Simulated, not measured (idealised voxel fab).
process module | voxel wiring stack
cross-section cut | 230 nm wide | cells 5 nm
A cross-section is a grid of square cells, given in bands from the top down. A band is one or more rows of cells.
Each band's line starts with the height of the band's top and of its bottom, in nm. Then come its materials from left to right, each with its width in nm. One material with "throughout" fills the band from edge to edge. "air" is empty space.
Height 0 is the level under which the wafer as received is all one material. The lowest band goes on downwards, as in "0 down".
A width such as "30 to 40" changes by the same amount from each row of cells to the next, from the band's top row to its bottom row.
"no change" after a step means that no cell of the cross-section changed.
closed voids: empty space of 8 cells or more with no open way to the top, each as width x height at its distance from the left edge, in nm
after a step's settings: what the simulator itself notes on the step
overlay nm, on a step with a mask: how far to the right of its planned place the mask lay; to the left if negative
Each pair below shows a cross-section before one step and the cross-section after it, down to the lowest band that changed. The line under each pair gives the step between them, with its settings. The pairs can come from different runs of this module on the same starting wafer, so a pair continues from the pair above only where its "before" says so.
before
  70 to 65: TiN 25 | air 15 | TiN 40 | air 15 | TiN 40 | air 15 | TiN 40 | air 15 | TiN 25
  65 to 50: lowk 20 | TiN 5 | air 15 | TiN 5 | lowk 30 | TiN 5 | air 15 | TiN 5 | lowk 30 | TiN 5 | air 15 | TiN 5 | lowk 30 | TiN 5 | air 15 | TiN 5 | lowk 20
  50 to 45: lowk 20 | TiN 5 | air 5 | TiN 15 | lowk 30 | TiN 25 | lowk 30 | TiN 5 | air 5 | TiN 15 | lowk 30 | TiN 25 | lowk 20
  45 to 40: lowk 20 | TiN 5 | air 5 | TiN 5 | lowk 95 | TiN 5 | air 5 | TiN 5 | lowk 85
  40 to 35: SiCN 20 | TiN 15 | SiCN 95 | TiN 15 | SiCN 85
  35 to 15: lowk 15 | SiN 5 | W 25 | SiN 5 | lowk 20 | SiN 5 | W 25 | SiN 5 | lowk 20 | SiN 5 | W 25 | SiN 5 | lowk 20 | SiN 5 | W 25 | SiN 5 | lowk 15
  15 to 10: SiN 20 | TiN 25 | SiN 30 | TiN 25 | SiN 30 | TiN 25 | SiN 30 | TiN 25 | SiN 20
  10 to 0: SiO2 throughout
  0 down: Si throughout
  closed voids: none
after
  80 to 70: Cu throughout
  70 to 65: TiN 25 | Cu 15 | TiN 40 | Cu 15 | TiN 40 | Cu 15 | TiN 40 | Cu 15 | TiN 25
  65 to 50: lowk 20 | TiN 5 | Cu 15 | TiN 5 | lowk 30 | TiN 5 | Cu 15 | TiN 5 | lowk 30 | TiN 5 | Cu 15 | TiN 5 | lowk 30 | TiN 5 | Cu 15 | TiN 5 | lowk 20
  50 to 45: lowk 20 | TiN 5 | Cu 5 | TiN 15 | lowk 30 | TiN 25 | lowk 30 | TiN 5 | Cu 5 | TiN 15 | lowk 30 | TiN 25 | lowk 20
  45 to 40: lowk 20 | TiN 5 | Cu 5 | TiN 5 | lowk 95 | TiN 5 | Cu 5 | TiN 5 | lowk 85
  below 40: unchanged
  closed voids: none
the step between: op FILL_DEP | material Cu | thk nm 10
before: the cross-section after the pair above
after
  70 to 65: TiN 25 | Cu 15 | TiN 40 | Cu 15 | TiN 40 | Cu 15 | TiN 40 | Cu 15 | TiN 25
  below 65: unchanged
  closed voids: none
the step between: op CMP | height nm 70
before: the cross-section after the pair above
after
  75 to 70: SiCN throughout
  below 70: unchanged
  closed voids: none
the step between: op CONFORMAL_DEP | material SiCN | thk nm 5
before: the cross-section after the pair above
after
  105 to 75: SiO2 throughout
  below 75: unchanged
  closed voids: none
the step between: op DIRECTIONAL_DEP | material SiO2 | thk nm 30
before: the cross-section after the pair above
after
  105 to 75: SiO2 20 | air 15 | SiO2 95 | air 15 | SiO2 85
  below 75: unchanged
  closed voids: none
the step between: op MASKED_ETCH | tone open | mask id METAL_3_HOLES | width nm 15 | pitch nm 110 | etch materials SiO2 | depth nm 30 | overlay nm 0
before: the cross-section after the pair above
after
  120 to 105: resist 20 | air 25 | resist 30 | air 25 | resist 30 | air 25 | resist 30 | air 25 | resist 20
  below 105: unchanged
  closed voids: none
the step between: op PATTERN | tone open | mask id METAL_3 | material resist | width nm 25 | pitch nm 55 | thk nm 15 | overlay nm 0
before: the cross-section after the pair above
after
  120 to 105: resist 20 | air 25 | resist 30 | air 25 | resist 30 | air 25 | resist 30 | air 25 | resist 20
  105 to 90: SiO2 20 | air 25 | SiO2 30 | air 25 | SiO2 30 | air 25 | SiO2 30 | air 25 | SiO2 20
  below 90: unchanged
  closed voids: none
the step between: op DIRECTIONAL_ETCH | etch materials SiO2 | depth nm 15
before: the cross-section after the pair above
after
  120 to 105: resist 20 | air 25 | resist 30 | air 25 | resist 30 | air 25 | resist 30 | air 25 | resist 20
  105 to 90: SiO2 20 | air 25 | SiO2 30 | air 25 | SiO2 30 | air 25 | SiO2 30 | air 25 | SiO2 20
  90 to 75: SiO2 20 | air 15 | SiO2 95 | air 15 | SiO2 85
  75 to 70: SiCN 20 | air 15 | SiCN 95 | air 15 | SiCN 85
  below 70: unchanged
  closed voids: none
the step between: op DIRECTIONAL_ETCH | etch materials SiCN | depth nm 5
before: the cross-section after the pair above
after
  105 to 90: SiO2 20 | air 25 | SiO2 30 | air 25 | SiO2 30 | air 25 | SiO2 30 | air 25 | SiO2 20
  below 90: unchanged
  closed voids: none
the step between: op STRIP | etch materials resist
before: the cross-section after the pair above
after
  110 to 105: TiN 25 | air 15 | TiN 40 | air 15 | TiN 40 | air 15 | TiN 40 | air 15 | TiN 25
  105 to 95: SiO2 20 | TiN 5 | air 15 | TiN 5 | SiO2 30 | TiN 5 | air 15 | TiN 5 | SiO2 30 | TiN 5 | air 15 | TiN 5 | SiO2 30 | TiN 5 | air 15 | TiN 5 | SiO2 20
  95 to 90: SiO2 20 | TiN 5 | air 5 | TiN 15 | SiO2 30 | TiN 25 | SiO2 30 | TiN 5 | air 5 | TiN 15 | SiO2 30 | TiN 25 | SiO2 20
  90 to 75: SiO2 20 | TiN 5 | air 5 | TiN 5 | SiO2 95 | TiN 5 | air 5 | TiN 5 | SiO2 85
  75 to 70: SiCN 20 | TiN 15 | SiCN 95 | TiN 15 | SiCN 85
  below 70: unchanged
  closed voids: none
the step between: op CONFORMAL_DEP | material TiN | thk nm 5
before: the cross-section after the pair above
after
  120 to 110: Cu throughout
  110 to 105: TiN 25 | Cu 15 | TiN 40 | Cu 15 | TiN 40 | Cu 15 | TiN 40 | Cu 15 | TiN 25
  105 to 95: SiO2 20 | TiN 5 | Cu 15 | TiN 5 | SiO2 30 | TiN 5 | Cu 15 | TiN 5 | SiO2 30 | TiN 5 | Cu 15 | TiN 5 | SiO2 30 | TiN 5 | Cu 15 | TiN 5 | SiO2 20
  95 to 90: SiO2 20 | TiN 5 | Cu 5 | TiN 15 | SiO2 30 | TiN 25 | SiO2 30 | TiN 5 | Cu 5 | TiN 15 | SiO2 30 | TiN 25 | SiO2 20
  90 to 75: SiO2 20 | TiN 5 | Cu 5 | TiN 5 | SiO2 95 | TiN 5 | Cu 5 | TiN 5 | SiO2 85
  below 75: unchanged
  closed voids: none
the step between: op FILL_DEP | material Cu | thk nm 10
before: the cross-section after the pair above
after
  105 to 95: SiO2 20 | TiN 5 | Cu 15 | TiN 5 | SiO2 30 | TiN 5 | Cu 15 | TiN 5 | SiO2 30 | TiN 5 | Cu 15 | TiN 5 | SiO2 30 | TiN 5 | Cu 15 | TiN 5 | SiO2 20
  below 95: unchanged
  closed voids: none
the step between: op CMP | height nm 105
before: the cross-section after the pair above
after
  110 to 105: SiCN throughout
  below 105: unchanged
  closed voids: none
the step between: op CONFORMAL_DEP | material SiCN | thk nm 5
before: the cross-section after the pair above
after
  125 to 110: SiO2 throughout
  below 110: unchanged
  closed voids: none
the step between: op DIRECTIONAL_DEP | material SiO2 | thk nm 15
before: the cross-section after the pair above
after
  140 to 125: resist 20 | air 15 | resist 40 | air 15 | resist 40 | air 15 | resist 40 | air 15 | resist 30
  below 125: unchanged
  closed voids: none
the step between: op PATTERN | tone open | mask id PLUG_3 | material resist | width nm 15 | pitch nm 55 | thk nm 15 | overlay nm 0
before: the cross-section after the pair above
after
  140 to 125: resist 20 | air 15 | resist 40 | air 15 | resist 40 | air 15 | resist 40 | air 15 | resist 30
  125 to 110: SiO2 20 | air 15 | SiO2 40 | air 15 | SiO2 40 | air 15 | SiO2 40 | air 15 | SiO2 30
  below 110: unchanged
  closed voids: none
the step between: op DIRECTIONAL_ETCH | etch materials SiO2 | depth nm 15
before: the cross-section after the pair above
after
  140 to 125: resist 20 | air 15 | resist 40 | air 15 | resist 40 | air 15 | resist 40 | air 15 | resist 30
  125 to 110: SiO2 20 | air 15 | SiO2 40 | air 15 | SiO2 40 | air 15 | SiO2 40 | air 15 | SiO2 30
  110 to 105: SiCN 20 | air 15 | SiCN 40 | air 15 | SiCN 40 | air 15 | SiCN 40 | air 15 | SiCN 30
  below 105: unchanged
  closed voids: none
the step between: op DIRECTIONAL_ETCH | etch materials SiCN | depth nm 5
before: the cross-section after the pair above
after
  125 to 110: SiO2 20 | air 15 | SiO2 40 | air 15 | SiO2 40 | air 15 | SiO2 40 | air 15 | SiO2 30
  below 110: unchanged
  closed voids: none
the step between: op STRIP | etch materials resist
before: the cross-section after the pair above
after
  125 to 115: SiO2 20 | air 15 | SiO2 40 | air 15 | SiO2 40 | air 15 | SiO2 40 | air 15 | SiO2 30
  115 to 110: SiO2 20 | Ru 15 | SiO2 40 | Ru 15 | SiO2 40 | Ru 15 | SiO2 40 | Ru 15 | SiO2 30
  110 to 105: SiCN 20 | Ru 15 | SiCN 40 | Ru 15 | SiCN 40 | Ru 15 | SiCN 40 | Ru 15 | SiCN 30
  below 105: unchanged
  closed voids: none
the step between: op EPI | material Ru | thk nm 10
before: the cross-section after the pair above
after
  125 to 110: SiO2 20 | Ru 15 | SiO2 40 | Ru 15 | SiO2 40 | Ru 15 | SiO2 40 | Ru 15 | SiO2 30
  below 110: unchanged
  closed voids: none
the step between: op EPI | material Ru | thk nm 10
before: the cross-section after the pair above
after
  130 to 125: TiN throughout
  below 125: unchanged
  closed voids: none
the step between: op DIRECTIONAL_DEP | material TiN | thk nm 5
before: the cross-section after the pair above
after
  150 to 130: Ru throughout
  below 130: unchanged
  closed voids: none
the step between: op DIRECTIONAL_DEP | material Ru | thk nm 20
before: the cross-section after the pair above
after
  165 to 150: aC throughout
  below 150: unchanged
  closed voids: none
the step between: op DIRECTIONAL_DEP | material aC | thk nm 15
before: the cross-section after the pair above
after
  200 to 165: air 20 | resist 25 | air 30 | resist 25 | air 30 | resist 25 | air 30 | resist 25 | air 20
  below 165: unchanged
  closed voids: none
the step between: op PATTERN | tone cover | mask id METAL_4 | material resist | width nm 25 | pitch nm 55 | thk nm 35 | overlay nm 0
before: the cross-section after the pair above
after
  185 to 165: air 20 | resist 25 | air 30 | resist 25 | air 30 | resist 25 | air 30 | resist 25 | air 20
  165 to 150: air 20 | aC 25 | air 30 | aC 25 | air 30 | aC 25 | air 30 | aC 25 | air 20
  below 150: unchanged
  closed voids: none
the step between: op DIRECTIONAL_ETCH | etch materials aC | depth nm 15
before: the cross-section after the pair above
after
  165 to 150: air 20 | aC 25 | air 30 | aC 25 | air 30 | aC 25 | air 30 | aC 25 | air 20
  below 150: unchanged
  closed voids: none
the step between: op STRIP | etch materials resist
before: the cross-section after the pair above
after
  165 to 150: air 20 | aC 25 | air 30 | aC 25 | air 30 | aC 25 | air 30 | aC 25 | air 20
  150 to 130: air 20 | Ru 25 | air 30 | Ru 25 | air 30 | Ru 25 | air 30 | Ru 25 | air 20
  below 130: unchanged
  closed voids: none
the step between: op DIRECTIONAL_ETCH | etch materials Ru | depth nm 20
before: the cross-section after the pair above
after
  165 to 150: air 20 | aC 25 | air 30 | aC 25 | air 30 | aC 25 | air 30 | aC 25 | air 20
  150 to 130: air 20 | Ru 25 | air 30 | Ru 25 | air 30 | Ru 25 | air 30 | Ru 25 | air 20
  130 to 125: air 20 | TiN 25 | air 30 | TiN 25 | air 30 | TiN 25 | air 30 | TiN 25 | air 20
  below 125: unchanged
  closed voids: none
the step between: op DIRECTIONAL_ETCH | etch materials TiN | depth nm 5
before: the cross-section after the pair above
after
  150 to 130: air 20 | Ru 25 | air 30 | Ru 25 | air 30 | Ru 25 | air 30 | Ru 25 | air 20
  below 130: unchanged
  closed voids: none
the step between: op STRIP | etch materials aC
before: the cross-section after the pair above
after
  155 to 150: air 15 | SiCN 35 | air 20 | SiCN 35 | air 20 | SiCN 35 | air 20 | SiCN 35 | air 15
  150 to 130: air 15 | SiCN 5 | Ru 25 | SiCN 5 | air 20 | SiCN 5 | Ru 25 | SiCN 5 | air 20 | SiCN 5 | Ru 25 | SiCN 5 | air 20 | SiCN 5 | Ru 25 | SiCN 5 | air 15
  130 to 125: SiCN 20 | TiN 25 | SiCN 30 | TiN 25 | SiCN 30 | TiN 25 | SiCN 30 | TiN 25 | SiCN 20
  below 125: unchanged
  closed voids: none
the step between: op CONFORMAL_DEP | material SiCN | thk nm 5
before: the cross-section after the pair above
after
  160 to 155: lowk throughout
  155 to 150: lowk 15 | SiCN 35 | lowk 20 | SiCN 35 | lowk 20 | SiCN 35 | lowk 20 | SiCN 35 | lowk 15
  150 to 130: lowk 15 | SiCN 5 | Ru 25 | SiCN 5 | lowk 20 | SiCN 5 | Ru 25 | SiCN 5 | lowk 20 | SiCN 5 | Ru 25 | SiCN 5 | lowk 20 | SiCN 5 | Ru 25 | SiCN 5 | lowk 15
  below 130: unchanged
  closed voids: none
the step between: op FILL_DEP | material lowk | thk nm 5
before: the cross-section after the pair above
after
  150 to 130: lowk 15 | SiCN 5 | Ru 25 | SiCN 5 | lowk 20 | SiCN 5 | Ru 25 | SiCN 5 | lowk 20 | SiCN 5 | Ru 25 | SiCN 5 | lowk 20 | SiCN 5 | Ru 25 | SiCN 5 | lowk 15
  below 130: unchanged
  closed voids: none
the step between: op CMP | height nm 150
before: the cross-section after the pair above
after
  155 to 150: SiCN throughout
  below 150: unchanged
  closed voids: none
the step between: op CONFORMAL_DEP | material SiCN | thk nm 5
before
  125 to 110: SiO2 throughout
  110 to 105: SiCN throughout
  105 to 95: SiO2 20 | TiN 5 | Cu 15 | TiN 5 | SiO2 30 | TiN 5 | Cu 15 | TiN 5 | SiO2 30 | TiN 5 | Cu 15 | TiN 5 | SiO2 30 | TiN 5 | Cu 15 | TiN 5 | SiO2 20
  95 to 90: SiO2 20 | TiN 5 | Cu 5 | TiN 15 | SiO2 30 | TiN 25 | SiO2 30 | TiN 5 | Cu 5 | TiN 15 | SiO2 30 | TiN 25 | SiO2 20
  90 to 75: SiO2 20 | TiN 5 | Cu 5 | TiN 5 | SiO2 95 | TiN 5 | Cu 5 | TiN 5 | SiO2 85
  75 to 70: SiCN 20 | TiN 15 | SiCN 95 | TiN 15 | SiCN 85
  70 to 55: lowk 20 | TiN 5 | Cu 15 | TiN 5 | lowk 30 | TiN 5 | Cu 15 | TiN 5 | lowk 30 | TiN 5 | Cu 15 | TiN 5 | lowk 30 | TiN 5 | Cu 15 | TiN 5 | lowk 20
  55 to 50: lowk 20 | TiN 5 | Cu 5 | TiN 15 | lowk 30 | TiN 25 | lowk 30 | TiN 5 | Cu 5 | TiN 15 | lowk 30 | TiN 25 | lowk 20
  50 to 40: lowk 20 | TiN 5 | Cu 5 | TiN 5 | lowk 95 | TiN 5 | Cu 5 | TiN 5 | lowk 85
  40 to 35: SiCN 20 | TiN 15 | SiCN 95 | TiN 15 | SiCN 85
  35 to 15: lowk 15 | SiN 5 | W 25 | SiN 5 | lowk 20 | SiN 5 | W 25 | SiN 5 | lowk 20 | SiN 5 | W 25 | SiN 5 | lowk 20 | SiN 5 | W 25 | SiN 5 | lowk 15
  15 to 10: SiN 20 | TiN 25 | SiN 30 | TiN 25 | SiN 30 | TiN 25 | SiN 30 | TiN 25 | SiN 20
  10 to 0: SiO2 throughout
  0 down: Si throughout
  closed voids: none
after
  140 to 125: resist 15 | air 25 | resist 30 | air 25 | resist 30 | air 25 | resist 30 | air 25 | resist 25
  below 125: unchanged
  closed voids: none
the step between: op PATTERN | tone open | mask id PLUG_3 | material resist | width nm 25 | pitch nm 55 | thk nm 15 | overlay nm 0
before: the cross-section after the pair above
after
  140 to 125: resist 15 | air 25 | resist 30 | air 25 | resist 30 | air 25 | resist 30 | air 25 | resist 25
  125 to 110: SiO2 15 | air 25 | SiO2 30 | air 25 | SiO2 30 | air 25 | SiO2 30 | air 25 | SiO2 25
  below 110: unchanged
  closed voids: none
the step between: op DIRECTIONAL_ETCH | etch materials SiO2 | depth nm 15
before: the cross-section after the pair above
after
  140 to 125: resist 15 | air 25 | resist 30 | air 25 | resist 30 | air 25 | resist 30 | air 25 | resist 25
  125 to 110: SiO2 15 | air 25 | SiO2 30 | air 25 | SiO2 30 | air 25 | SiO2 30 | air 25 | SiO2 25
  110 to 105: SiCN 15 | air 25 | SiCN 30 | air 25 | SiCN 30 | air 25 | SiCN 30 | air 25 | SiCN 25
  below 105: unchanged
  closed voids: none
the step between: op DIRECTIONAL_ETCH | etch materials SiCN | depth nm 5
before: the cross-section after the pair above
after
  125 to 110: SiO2 15 | air 25 | SiO2 30 | air 25 | SiO2 30 | air 25 | SiO2 30 | air 25 | SiO2 25
  below 110: unchanged
  closed voids: none
the step between: op STRIP | etch materials resist
before: the cross-section after the pair above
after
  125 to 115: SiO2 15 | air 25 | SiO2 30 | air 25 | SiO2 30 | air 25 | SiO2 30 | air 25 | SiO2 25
  115 to 110: SiO2 15 | Ru 25 | SiO2 30 | Ru 25 | SiO2 30 | Ru 25 | SiO2 30 | Ru 25 | SiO2 25
  110 to 105: SiCN 15 | Ru 25 | SiCN 30 | Ru 25 | SiCN 30 | Ru 25 | SiCN 30 | Ru 25 | SiCN 25
  below 105: unchanged
  closed voids: none
the step between: op EPI | material Ru | thk nm 10
before: the cross-section after the pair above
after
  125 to 110: SiO2 15 | Ru 25 | SiO2 30 | Ru 25 | SiO2 30 | Ru 25 | SiO2 30 | Ru 25 | SiO2 25
  below 110: unchanged
  closed voids: none
the step between: op EPI | material Ru | thk nm 10
before: the cross-section after the pair above
after
  130 to 125: TiN throughout
  below 125: unchanged
  closed voids: none
the step between: op DIRECTIONAL_DEP | material TiN | thk nm 5
before: the cross-section after the pair above
after
  150 to 130: Ru throughout
  below 130: unchanged
  closed voids: none
the step between: op DIRECTIONAL_DEP | material Ru | thk nm 20
before: the cross-section after the pair above
after
  165 to 150: aC throughout
  below 150: unchanged
  closed voids: none
the step between: op DIRECTIONAL_DEP | material aC | thk nm 15
before: the cross-section after the pair above
after
  200 to 165: air 20 | resist 25 | air 30 | resist 25 | air 30 | resist 25 | air 30 | resist 25 | air 20
  below 165: unchanged
  closed voids: none
the step between: op PATTERN | tone cover | mask id METAL_4 | material resist | width nm 25 | pitch nm 55 | thk nm 35 | overlay nm 0
before: the cross-section after the pair above
after
  185 to 165: air 20 | resist 25 | air 30 | resist 25 | air 30 | resist 25 | air 30 | resist 25 | air 20
  165 to 150: air 20 | aC 25 | air 30 | aC 25 | air 30 | aC 25 | air 30 | aC 25 | air 20
  below 150: unchanged
  closed voids: none
the step between: op DIRECTIONAL_ETCH | etch materials aC | depth nm 15
before: the cross-section after the pair above
after
  165 to 150: air 20 | aC 25 | air 30 | aC 25 | air 30 | aC 25 | air 30 | aC 25 | air 20
  below 150: unchanged
  closed voids: none
the step between: op STRIP | etch materials resist
before: the cross-section after the pair above
after
  165 to 150: air 20 | aC 25 | air 30 | aC 25 | air 30 | aC 25 | air 30 | aC 25 | air 20
  150 to 130: air 20 | Ru 25 | air 30 | Ru 25 | air 30 | Ru 25 | air 30 | Ru 25 | air 20
  below 130: unchanged
  closed voids: none
the step between: op DIRECTIONAL_ETCH | etch materials Ru | depth nm 20
before: the cross-section after the pair above
after
  165 to 150: air 20 | aC 25 | air 30 | aC 25 | air 30 | aC 25 | air 30 | aC 25 | air 20
  150 to 130: air 20 | Ru 25 | air 30 | Ru 25 | air 30 | Ru 25 | air 30 | Ru 25 | air 20
  130 to 125: air 20 | TiN 25 | air 30 | TiN 25 | air 30 | TiN 25 | air 30 | TiN 25 | air 20
  below 125: unchanged
  closed voids: none
the step between: op DIRECTIONAL_ETCH | etch materials TiN | depth nm 5
before: the cross-section after the pair above
after
  150 to 130: air 20 | Ru 25 | air 30 | Ru 25 | air 30 | Ru 25 | air 30 | Ru 25 | air 20
  below 130: unchanged
  closed voids: none
the step between: op STRIP | etch materials aC
before: the cross-section after the pair above
after
  155 to 150: air 15 | SiCN 35 | air 20 | SiCN 35 | air 20 | SiCN 35 | air 20 | SiCN 35 | air 15
  150 to 130: air 15 | SiCN 5 | Ru 25 | SiCN 5 | air 20 | SiCN 5 | Ru 25 | SiCN 5 | air 20 | SiCN 5 | Ru 25 | SiCN 5 | air 20 | SiCN 5 | Ru 25 | SiCN 5 | air 15
  130 to 125: SiCN 20 | TiN 25 | SiCN 30 | TiN 25 | SiCN 30 | TiN 25 | SiCN 30 | TiN 25 | SiCN 20
  below 125: unchanged
  closed voids: none
the step between: op CONFORMAL_DEP | material SiCN | thk nm 5
before: the cross-section after the pair above
after
  160 to 155: lowk throughout
  155 to 150: lowk 15 | SiCN 35 | lowk 20 | SiCN 35 | lowk 20 | SiCN 35 | lowk 20 | SiCN 35 | lowk 15
  150 to 130: lowk 15 | SiCN 5 | Ru 25 | SiCN 5 | lowk 20 | SiCN 5 | Ru 25 | SiCN 5 | lowk 20 | SiCN 5 | Ru 25 | SiCN 5 | lowk 20 | SiCN 5 | Ru 25 | SiCN 5 | lowk 15
  below 130: unchanged
  closed voids: none
the step between: op FILL_DEP | material lowk | thk nm 5
before: the cross-section after the pair above
after
  150 to 130: lowk 15 | SiCN 5 | Ru 25 | SiCN 5 | lowk 20 | SiCN 5 | Ru 25 | SiCN 5 | lowk 20 | SiCN 5 | Ru 25 | SiCN 5 | lowk 20 | SiCN 5 | Ru 25 | SiCN 5 | lowk 15
  below 130: unchanged
  closed voids: none
the step between: op CMP | height nm 150
before: the cross-section after the pair above
after
  155 to 150: SiCN throughout
  below 150: unchanged
  closed voids: none
the step between: op CONFORMAL_DEP | material SiCN | thk nm 5
before
  125 to 110: SiO2 throughout
  110 to 105: SiCN throughout
  105 to 95: SiO2 20 | TiN 5 | Cu 15 | TiN 5 | SiO2 30 | TiN 5 | Cu 15 | TiN 5 | SiO2 30 | TiN 5 | Cu 15 | TiN 5 | SiO2 30 | TiN 5 | Cu 15 | TiN 5 | SiO2 20
  95 to 90: SiO2 20 | TiN 5 | Cu 5 | TiN 15 | SiO2 30 | TiN 25 | SiO2 30 | TiN 5 | Cu 5 | TiN 15 | SiO2 30 | TiN 25 | SiO2 20
  90 to 75: SiO2 20 | TiN 5 | Cu 5 | TiN 5 | SiO2 95 | TiN 5 | Cu 5 | TiN 5 | SiO2 85
  75 to 70: SiCN 20 | TiN 15 | SiCN 95 | TiN 15 | SiCN 85
  70 to 55: lowk 20 | TiN 5 | Cu 15 | TiN 5 | lowk 30 | TiN 5 | Cu 15 | TiN 5 | lowk 30 | TiN 5 | Cu 15 | TiN 5 | lowk 30 | TiN 5 | Cu 15 | TiN 5 | lowk 20
  55 to 50: lowk 20 | TiN 5 | Cu 5 | TiN 15 | lowk 30 | TiN 25 | lowk 30 | TiN 5 | Cu 5 | TiN 15 | lowk 30 | TiN 25 | lowk 20
  50 to 40: lowk 20 | TiN 5 | Cu 5 | TiN 5 | lowk 95 | TiN 5 | Cu 5 | TiN 5 | lowk 85
  40 to 35: SiCN 20 | TiN 15 | SiCN 95 | TiN 15 | SiCN 85
  35 to 15: lowk 15 | SiN 5 | W 25 | SiN 5 | lowk 20 | SiN 5 | W 25 | SiN 5 | lowk 20 | SiN 5 | W 25 | SiN 5 | lowk 20 | SiN 5 | W 25 | SiN 5 | lowk 15
  15 to 10: SiN 20 | TiN 25 | SiN 30 | TiN 25 | SiN 30 | TiN 25 | SiN 30 | TiN 25 | SiN 20
  10 to 0: SiO2 throughout
  0 down: Si throughout
  closed voids: none
after
  140 to 125: resist 25 | air 15 | resist 40 | air 15 | resist 40 | air 15 | resist 40 | air 15 | resist 25
  below 125: unchanged
  closed voids: none
the step between: op PATTERN | tone open | mask id PLUG_3 | material resist | width nm 15 | pitch nm 55 | thk nm 15 | overlay nm 5
before: the cross-section after the pair above
after
  140 to 125: resist 25 | air 15 | resist 40 | air 15 | resist 40 | air 15 | resist 40 | air 15 | resist 25
  125 to 110: SiO2 25 | air 15 | SiO2 40 | air 15 | SiO2 40 | air 15 | SiO2 40 | air 15 | SiO2 25
  below 110: unchanged
  closed voids: none
the step between: op DIRECTIONAL_ETCH | etch materials SiO2 | depth nm 15
before: the cross-section after the pair above
after
  140 to 125: resist 25 | air 15 | resist 40 | air 15 | resist 40 | air 15 | resist 40 | air 15 | resist 25
  125 to 110: SiO2 25 | air 15 | SiO2 40 | air 15 | SiO2 40 | air 15 | SiO2 40 | air 15 | SiO2 25
  110 to 105: SiCN 25 | air 15 | SiCN 40 | air 15 | SiCN 40 | air 15 | SiCN 40 | air 15 | SiCN 25
  below 105: unchanged
  closed voids: none
the step between: op DIRECTIONAL_ETCH | etch materials SiCN | depth nm 5
before: the cross-section after the pair above
after
  125 to 110: SiO2 25 | air 15 | SiO2 40 | air 15 | SiO2 40 | air 15 | SiO2 40 | air 15 | SiO2 25
  below 110: unchanged
  closed voids: none
the step between: op STRIP | etch materials resist
before: the cross-section after the pair above
after
  125 to 115: SiO2 25 | air 15 | SiO2 40 | air 15 | SiO2 40 | air 15 | SiO2 40 | air 15 | SiO2 25
  115 to 110: SiO2 25 | Ru 15 | SiO2 40 | Ru 15 | SiO2 40 | Ru 15 | SiO2 40 | Ru 15 | SiO2 25
  110 to 105: SiCN 25 | Ru 15 | SiCN 40 | Ru 15 | SiCN 40 | Ru 15 | SiCN 40 | Ru 15 | SiCN 25
  below 105: unchanged
  closed voids: none
the step between: op EPI | material Ru | thk nm 10
before: the cross-section after the pair above
after
  125 to 110: SiO2 25 | Ru 15 | SiO2 40 | Ru 15 | SiO2 40 | Ru 15 | SiO2 40 | Ru 15 | SiO2 25
  below 110: unchanged
  closed voids: none
the step between: op EPI | material Ru | thk nm 10
before: the cross-section after the pair above
after
  130 to 125: TiN throughout
  below 125: unchanged
  closed voids: none
the step between: op DIRECTIONAL_DEP | material TiN | thk nm 5
before: the cross-section after the pair above
after
  150 to 130: Ru throughout
  below 130: unchanged
  closed voids: none
the step between: op DIRECTIONAL_DEP | material Ru | thk nm 20
before: the cross-section after the pair above
after
  165 to 150: aC throughout
  below 150: unchanged
  closed voids: none
the step between: op DIRECTIONAL_DEP | material aC | thk nm 15
before: the cross-section after the pair above
after
  200 to 165: air 20 | resist 25 | air 30 | resist 25 | air 30 | resist 25 | air 30 | resist 25 | air 20
  below 165: unchanged
  closed voids: none
the step between: op PATTERN | tone cover | mask id METAL_4 | material resist | width nm 25 | pitch nm 55 | thk nm 35 | overlay nm 0
before: the cross-section after the pair above
after
  185 to 165: air 20 | resist 25 | air 30 | resist 25 | air 30 | resist 25 | air 30 | resist 25 | air 20
  165 to 150: air 20 | aC 25 | air 30 | aC 25 | air 30 | aC 25 | air 30 | aC 25 | air 20
  below 150: unchanged
  closed voids: none
the step between: op DIRECTIONAL_ETCH | etch materials aC | depth nm 15
before: the cross-section after the pair above
after
  165 to 150: air 20 | aC 25 | air 30 | aC 25 | air 30 | aC 25 | air 30 | aC 25 | air 20
  below 150: unchanged
  closed voids: none
the step between: op STRIP | etch materials resist
before: the cross-section after the pair above
after
  165 to 150: air 20 | aC 25 | air 30 | aC 25 | air 30 | aC 25 | air 30 | aC 25 | air 20
  150 to 130: air 20 | Ru 25 | air 30 | Ru 25 | air 30 | Ru 25 | air 30 | Ru 25 | air 20
  below 130: unchanged
  closed voids: none
the step between: op DIRECTIONAL_ETCH | etch materials Ru | depth nm 20
before: the cross-section after the pair above
after
  165 to 150: air 20 | aC 25 | air 30 | aC 25 | air 30 | aC 25 | air 30 | aC 25 | air 20
  150 to 130: air 20 | Ru 25 | air 30 | Ru 25 | air 30 | Ru 25 | air 30 | Ru 25 | air 20
  130 to 125: air 20 | TiN 25 | air 30 | TiN 25 | air 30 | TiN 25 | air 30 | TiN 25 | air 20
  below 125: unchanged
  closed voids: none
the step between: op DIRECTIONAL_ETCH | etch materials TiN | depth nm 5
before: the cross-section after the pair above
after
  150 to 130: air 20 | Ru 25 | air 30 | Ru 25 | air 30 | Ru 25 | air 30 | Ru 25 | air 20
  below 130: unchanged
  closed voids: none
the step between: op STRIP | etch materials aC
before: the cross-section after the pair above
after
  155 to 150: air 15 | SiCN 35 | air 20 | SiCN 35 | air 20 | SiCN 35 | air 20 | SiCN 35 | air 15
  150 to 130: air 15 | SiCN 5 | Ru 25 | SiCN 5 | air 20 | SiCN 5 | Ru 25 | SiCN 5 | air 20 | SiCN 5 | Ru 25 | SiCN 5 | air 20 | SiCN 5 | Ru 25 | SiCN 5 | air 15
  130 to 125: SiCN 20 | TiN 25 | SiCN 30 | TiN 25 | SiCN 30 | TiN 25 | SiCN 30 | TiN 25 | SiCN 20
  below 125: unchanged
  closed voids: none
the step between: op CONFORMAL_DEP | material SiCN | thk nm 5
before: the cross-section after the pair above
after
  160 to 155: lowk throughout
  155 to 150: lowk 15 | SiCN 35 | lowk 20 | SiCN 35 | lowk 20 | SiCN 35 | lowk 20 | SiCN 35 | lowk 15
  150 to 130: lowk 15 | SiCN 5 | Ru 25 | SiCN 5 | lowk 20 | SiCN 5 | Ru 25 | SiCN 5 | lowk 20 | SiCN 5 | Ru 25 | SiCN 5 | lowk 20 | SiCN 5 | Ru 25 | SiCN 5 | lowk 15
  below 130: unchanged
  closed voids: none
the step between: op FILL_DEP | material lowk | thk nm 5
before: the cross-section after the pair above
after
  150 to 130: lowk 15 | SiCN 5 | Ru 25 | SiCN 5 | lowk 20 | SiCN 5 | Ru 25 | SiCN 5 | lowk 20 | SiCN 5 | Ru 25 | SiCN 5 | lowk 20 | SiCN 5 | Ru 25 | SiCN 5 | lowk 15
  below 130: unchanged
  closed voids: none
the step between: op CMP | height nm 150
before: the cross-section after the pair above
after
  155 to 150: SiCN throughout
  below 150: unchanged
  closed voids: none
the step between: op CONFORMAL_DEP | material SiCN | thk nm 5
